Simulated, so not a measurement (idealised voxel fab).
process module | voxel spacer lines
cross-section cut | 230 nm wide | cells 5 nm
A cross-section is a grid of square cells, given in bands from the top down. A band is one or more rows of cells.
Each band's line starts with the height of the band's top and of its bottom, in nm. Then come its materials from left to right, each with its width in nm. One material with "throughout" fills the band from edge to edge. "air" is empty space.
Height 0 is the level under which the wafer as received is all one material. The lowest band goes on downwards, as in "0 down".
A width such as "30 to 40" changes by the same amount from each row of cells to the next, from the band's top row to its bottom row.
"no change" after a step means that no cell of the cross-section changed.
closed voids: empty space of 8 cells or more with no open way to the top, each as width x height at its distance from the left edge, in nm
after a step's settings: what the simulator itself notes on the step
overlay nm, on a step with a mask: how far to the right of its planned place the mask lay; to the left if negative
plan
1 op RECEIVE | material Si
2 op CONFORMAL_DEP | material Al2O3 | thk nm 5
3 op DIRECTIONAL_DEP | material SiN | thk nm 15
4 op DIRECTIONAL_DEP | material aC | thk nm 25
5 op PATTERN | tone cover | mask id MANDREL | material resist | width nm 25 | pitch nm 80 | thk nm 30 | overlay nm 0
6 op DIRECTIONAL_ETCH | etch materials aC | depth nm 25
7 op STRIP | etch materials resist
8 op CONFORMAL_DEP | material SiO2 | thk nm 15
9 op DIRECTIONAL_ETCH | etch materials SiO2 | depth nm 15
10 op STRIP | etch materials aC
11 op DIRECTIONAL_ETCH | etch materials SiN | depth nm 15
12 op STRIP | etch materials SiO2
as received, after step 1
  0 down: Si throughout
  closed voids: none
first wafer at the end, as planned
  20 to 5: air 45 | SiN 15 | air 25 | SiN 15 | air 25 | SiN 15 | air 25 | SiN 15 | air 50
  5 to 0: Al2O3 throughout
  0 down: Si throughout
  closed voids: none
second wafer at the end: like start, like plan, one mistake
  20 to 5: air 50 | SiN 15 | air 25 | SiN 15 | air 25 | SiN 15 | air 25 | SiN 15 | air 45
  5 to 0: Al2O3 throughout
  0 down: Si throughout
  closed voids: none
what went wrong: step 5 ran as: op PATTERN | tone cover | mask id MANDREL | material resist | width nm 25 | pitch nm 80 | thk nm 30 | overlay nm 5
at the end the second wafer has, in cells: as many of each material as the first, in other places
